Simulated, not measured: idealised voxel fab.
The document below concerns the process module designated voxel self aligned vias.
Cross-sectional view cut (width: 200 nm; square cell size: 5 nm).
We lay out every cross-section as a grid of square cells and spell it out in bands from the top down, where one band means one or more rows of cells. Per band: top height and bottom height in nm, followed by the left-to-right materials and their widths in nm; "everywhere" marks a single material spanning edge to edge, "air" marks empty space. Height datum 0, below which the as-received substrate wafer is one material. Lowest band open at the bottom, running downward: "top 0, no bottom". The notation "30 to 40" denotes a width that varies across the rows of cells in the band, beginning at the first number in the top row, finishing at the second number in the bottom row, and changing by an identical amount from each row to the next. Where a step carries "nothing different", the cross-section came out of it unchanged, cell for cell. Enclosed voids (no open way to top), threshold 8 cells or more, entry "Closed void table", notation width x height at distance, distance from left edge, nm. What comes after the settings on a step's line is commentary from the simulator itself on that step. overlay nm: right-of-plan distance of the mask on a masked step; negative values mean left-of-plan.
Plan
| 1 | op RECEIVE | material Si |
| 2 | op CONFORMAL_DEP | material SiO2 | thk nm 10 |
| 3 | op CONFORMAL_DEP | material SiCN | thk nm 5 |
| 4 | op DIRECTIONAL_DEP | material lowk | thk nm 30 |
| 5 | op DIRECTIONAL_DEP | material aC | thk nm 15 |
| 6 | op PATTERN | tone open | mask id LINES | material resist | width nm 20 | pitch nm 60 | thk nm 35 | overlay nm 0 |
| 7 | op DIRECTIONAL_ETCH | etch materials aC | depth nm 15 |
| 8 | op STRIP | etch materials resist |
| 9 | op DIRECTIONAL_ETCH | etch materials lowk | depth nm 30 |
| 10 | op STRIP | etch materials aC |
| 11 | op CONFORMAL_DEP | material TiN | thk nm 5 |
| 12 | op FILL_DEP | material W | thk nm 5 |
| 13 | op CMP | height nm 45 |
| 14 | op SELECTIVE_ETCH | etch materials W Ru TiN | depth nm 10 |
| 15 | op FILL_DEP | material SiN | thk nm 10 |
| 16 | op CMP | height nm 45 |
| 17 | op DIRECTIONAL_DEP | material lowk | thk nm 20 |
| 18 | op DIRECTIONAL_DEP | material aC | thk nm 10 |
| 19 | op PATTERN | tone open | mask id VIAS | material resist | width nm 30 | thk nm 25 | overlay nm 0 |
| 20 | op DIRECTIONAL_ETCH | etch materials aC | depth nm 10 |
| 21 | op STRIP | etch materials resist |
| 22 | op DIRECTIONAL_ETCH | etch materials lowk | depth nm 20 |
| 23 | op DIRECTIONAL_ETCH | etch materials SiN | depth nm 10 |
| 24 | op STRIP | etch materials aC |
| 25 | op CONFORMAL_DEP | material TiN | thk nm 5 |
| 26 | op FILL_DEP | material Ru | thk nm 5 |
| 27 | op CMP | height nm 65 |
| 28 | op CONFORMAL_DEP | material SiN | thk nm 5 |
This is the cross-section of the wafer as we received it, i.e. after step 1
  top 0, no bottom | Si everywhere
  Closed void table: none
Cross-section, end of module. Start: as above. Plan: as above. Execution: one mistake
  top 70, bottom 65 | SiN everywhere
  top 65, bottom 50 | 55 nm lowk; 5 nm TiN; 20 nm Ru; 5 nm TiN; 115 nm lowk
  top 50, bottom 45 | 55 nm lowk; 10 nm TiN; 10 nm Ru; 10 nm TiN; 115 nm lowk
  top 45, bottom 40 | 60 nm lowk; 20 nm TiN; 40 nm lowk; 20 nm SiN; 60 nm lowk
  top 40, bottom 35 | 60 nm lowk; 20 nm SiN; 40 nm lowk; 20 nm SiN; 60 nm lowk
  top 35, bottom 20 | 60 nm lowk; 5 nm TiN; 10 nm W; 5 nm TiN; 40 nm lowk; 5 nm TiN; 10 nm W; 5 nm TiN; 60 nm lowk
  top 20, bottom 15 | 60 nm lowk; 20 nm TiN; 40 nm lowk; 20 nm TiN; 60 nm lowk
  top 15, bottom 10 | SiCN everywhere
  top 10, bottom 0 | SiO2 everywhere
  top 0, no bottom | Si everywhere
  Closed void table: none
Misprocessing identified: step 23 ran with different settings than intended, the actual operation and settings being op DIRECTIONAL_ETCH | etch materials SiN | depth nm 5
